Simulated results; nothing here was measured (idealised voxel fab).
Process module name: voxel self aligned vias
225 nm wide, 5 nm square cells: that's cross-section cut.
Cross-section spec: square-cell grid; bands listed top down; each band is one or more rows. This entry defines a band. It first specifies the height of the band's top and the height of its bottom in nm, and then specifies the band's materials from left to right, stating each material with its width in nm. The word "edge to edge" identifies a single material that fills the band from edge to edge, while the word "air" identifies empty space. Heights are reckoned from 0. Under this level, the received wafer is all of one material. The bottommost band is open-ended downward, for example "from 0 down". Graded width ("30 to 40"): value in top row of band = first number; value in bottom row = second number; row-to-row change constant. "nothing altered" means the step left every cell of the cross-section as it was. Entry "Enclosed cavity list" = empty spaces >= 8 cells with no open way to the top; each as width x height at distance, distance from left edge, all nm. What comes after the settings on a step's line is commentary from the simulator itself on that step. A step line may carry the setting "overlay nm", which, for steps involving a mask, states the distance by which the mask lay to the right of its intended position; negative values denote displacement to the left.
**Here's what the planned process steps look like**
1 RECEIVE | material Si
2 CONFORMAL_DEP | material SiO2 | thk nm 10
3 CONFORMAL_DEP | material SiCN | thk nm 5
4 DIRECTIONAL_DEP | material SiO2 | thk nm 20
5 MASKED_ETCH | tone open | mask id LINES | width nm 30 | pitch nm 70 | etch materials SiO2 | depth nm 20 | overlay nm 0
6 CONFORMAL_DEP | material TiN | thk nm 5
7 FILL_DEP | material W | thk nm 5
8 CMP | height nm 35
9 SELECTIVE_ETCH | etch materials W Ru TiN | depth nm 10
10 FILL_DEP | material SiN | thk nm 5
11 CMP | height nm 35
12 DIRECTIONAL_DEP | material SiO2 | thk nm 20
13 DIRECTIONAL_DEP | material aC | thk nm 10
14 PATTERN | tone open | mask id VIAS | material resist | width nm 40 | pitch nm 140 | thk nm 25 | overlay nm 0
15 DIRECTIONAL_ETCH | etch materials aC | depth nm 10
16 STRIP | etch materials resist
17 DIRECTIONAL_ETCH | etch materials SiO2 | depth nm 20
18 DIRECTIONAL_ETCH | etch materials SiN | depth nm 10
19 STRIP | etch materials aC
20 CONFORMAL_DEP | material TiN | thk nm 5
21 FILL_DEP | material Ru | thk nm 5
22 CMP | height nm 55
23 CONFORMAL_DEP | material SiCN | thk nm 5
**Incoming wafer, cross-sectional view, post step 1**
- from 0 down  Si edge to edge
- Enclosed cavity list: none
**End-of-module XS, first of two wafers, run as planned**
- from 60 to 55  SiCN edge to edge
- from 55 to 40  SiO2: 20, TiN: 5, Ru: 30, TiN: 5, SiO2: 100, TiN: 5, Ru: 30, TiN: 5, SiO2: 25
- from 40 to 35  SiO2: 20, TiN: 10, Ru: 20, TiN: 10, SiO2: 100, TiN: 10, Ru: 20, TiN: 10, SiO2: 25
- from 35 to 30  SiO2: 25, TiN: 5, Ru: 20, TiN: 5, SiO2: 40, SiN: 30, SiO2: 40, TiN: 5, Ru: 20, TiN: 5, SiO2: 30
- from 30 to 25  SiO2: 25, TiN: 30, SiO2: 40, SiN: 30, SiO2: 40, TiN: 30, SiO2: 30
- from 25 to 20  SiO2: 25, TiN: 5, W: 20, TiN: 5, SiO2: 40, TiN: 5, W: 20, TiN: 5, SiO2: 40, TiN: 5, W: 20, TiN: 5, SiO2: 30
- from 20 to 15  SiO2: 25, TiN: 30, SiO2: 40, TiN: 30, SiO2: 40, TiN: 30, SiO2: 30
- from 15 to 10  SiCN edge to edge
- from 10 to 0  SiO2 edge to edge
- from 0 down  Si edge to edge
- Enclosed cavity list: none
**What the second wafer looks like in cross-section once the module is done. Its start and its plan matched the first wafer's exactly; what differed was one mistake in how it was run**
- from 60 to 55  SiCN edge to edge
- from 55 to 35  SiO2: 20, TiN: 5, Ru: 30, TiN: 5, SiO2: 100, TiN: 5, Ru: 30, TiN: 5, SiO2: 25
- from 35 to 30  SiN: 20, TiN: 10, Ru: 20, TiN: 10, SiN: 100, TiN: 10, Ru: 20, TiN: 10, SiN: 25
- from 30 to 25  SiO2: 25, TiN: 30, SiO2: 40, SiN: 30, SiO2: 40, TiN: 30, SiO2: 30
- from 25 to 15  SiO2: 25, TiN: 5, W: 20, TiN: 5, SiO2: 40, TiN: 5, W: 20, TiN: 5, SiO2: 40, TiN: 5, W: 20, TiN: 5, SiO2: 30
- from 15 to 10  SiO2: 25, TiN: 30, SiO2: 40, TiN: 30, SiO2: 40, TiN: 30, SiO2: 30
- from 10 to 0  SiO2 edge to edge
- from 0 down  Si edge to edge
- Enclosed cavity list: none
Heads up, the wafer didn't run the way we planned it: step 3 in the plan did not get run; it was skipped
Heads up, by the end the second wafer has more or fewer cells of some materials compared to the first: +4 Ru | -45 SiCN | +23 SiN | +6 TiN | +12 W
